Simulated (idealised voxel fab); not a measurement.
Proc. module: voxel double patterning
260 nm wide, 5 nm square cells: that's cross-section cut.
A cross-section is written here as square cells arranged in a grid, and it is given in bands from the top down, each band taking up one or more rows of cells.
Heads up on the band format: heights come first, top then bottom, in nm. After that it's the materials left to right, each with its width in nm. A single material flagged "throughout" fills the whole band edge to edge, and "blank" means there's empty space there.
Basically, 0 is our baseline, since under it the wafer straight out of the box is all one material. The bottom band has no lower end and keeps on going down, so it looks like "z 0 and below".
Per-row width for "30..40": begins at first number (top row of band), ends at second number (bottom row), increment between rows held constant.
Basically "identical to before" means that step didn't change any cell in the cross-section.
Each empty space that has no open way to the top and spans at least 8 cells appears under "Closed void entries" as width x height at distance, the distance counted from the left edge, all in nm.
Heads up: the bit after the settings on a step's line is the simulator's remark on that step.
What "overlay nm" on a step's line means: if the step has a mask, that mask lay this far to the right of its planned place, or, when the value is negative, to the left.

## Steps planned for the process
1: RECEIVE with material Si
2: CONFORMAL_DEP with material SiO2, thk nm 5
3: DIRECTIONAL_DEP with material polySi, thk nm 20
4: DIRECTIONAL_DEP with material SiN, thk nm 5
5: PATTERN with tone open, mask id FIRST, material resist, width nm 15, pitch nm 50, thk nm 20, overlay nm 0
6: DIRECTIONAL_ETCH with etch materials SiN, depth nm 5
7: STRIP with etch materials resist
8: MASKED_ETCH with tone open, mask id SECOND, width nm 15, pitch nm 50, etch materials SiN, depth nm 5, overlay nm 0
9: DIRECTIONAL_ETCH with etch materials polySi, depth nm 20
10: STRIP with etch materials SiN

## Cross-section of the wafer upon arrival, representing the state reached after step 1
- z 0 and below: Si throughout
- Closed void entries: none

## Wafer cross-section at end of module: start and plan as shown above, one execution error
- z 25 to 5: polySi=80; blank=30; polySi=20; blank=30; polySi=20; blank=15; polySi=65
- z 5 to 0: SiO2 throughout
- z 0 and below: Si throughout
- Closed void entries: none
Misprocessing identified: off-plan run, step 5, actual operation and settings PATTERN with tone open, mask id FIRST, material resist, width nm 15, pitch nm 50, thk nm 20, overlay nm 10
